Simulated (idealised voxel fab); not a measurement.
process module | voxel released beams
Shown is cross-section cut, with a width of 250 nm and square cells of size 5 nm.
Square cells in a grid make up a cross-section in this document, and the grid is given as bands, listed from the top down, each one or more rows of cells. In this notation a band is specified by the heights of its top and bottom, in that order and in nm, after which its materials appear from left to right, each paired with its width in nm. The word "throughout" attached to a single material means that material fills the band from edge to edge; the word "blank" stands for empty space. Where do heights start? At 0: under that level the wafer as delivered is made of one material only. And the lowest band has no floor; it just carries on downward, as in "0 and below". Note: "30 to 40" means the width goes from the first number (top row of the band) to the second number (bottom row) in equal steps per row of cells. "no modifications" -> step changed no cross-section cell. What "Sealed cavities" gives you is every empty space of 8 cells or more that is cut off from the top. Each appears as width x height at distance, with the distance taken from the left edge and width, height and distance all in nm. Post-settings text on a step line: simulator's own remark regarding the step. "overlay nm" denotes, for a step that has a mask, the displacement of the mask to the right of its planned place, with negative values corresponding to the left.
This section lists the process steps that were planned:
| 1 | RECEIVE,material Si |
| 2 | CONFORMAL_DEP,material SiN,thk nm 5 |
| 3 | DIRECTIONAL_DEP,material SiO2,thk nm 10 |
| 4 | MASKED_ETCH,tone open,mask id ANCHOR,width nm 40,etch materials SiO2,depth nm 10,overlay nm 0 |
| 5 | CONFORMAL_DEP,material polySi,thk nm 15 |
| 6 | DIRECTIONAL_DEP,material aC,thk nm 10 |
| 7 | PATTERN,tone cover,mask id BEAM,material resist,width nm 115,thk nm 25,overlay nm 0 |
| 8 | DIRECTIONAL_ETCH,etch materials aC,depth nm 10 |
| 9 | STRIP,etch materials resist |
| 10 | DIRECTIONAL_ETCH,etch materials polySi,depth nm 15 |
| 11 | STRIP,etch materials aC |
| 12 | STRIP,etch materials SiO2 |
Cross-section of the wafer as it came to us, i.e., already through step 1:
	0 and below | Si throughout
	Sealed cavities: none
Post-module cross-section: identical start and plan to those above, one misstep in execution:
	30 down to 20 | blank 60 / polySi 25 / blank 10 / polySi 90 / blank 65
	20 down to 15 | blank 60 / polySi 125 / blank 65
	15 down to 5 | blank 70 / polySi 40 / blank 140
	5 down to 0 | SiN throughout
	0 and below | Si throughout
	Sealed cavities: none
Short version of what went wrong: contrary to plan, step 7 was performed as PATTERN,tone cover,mask id BEAM,material resist,width nm 125,thk nm 25,overlay nm 0
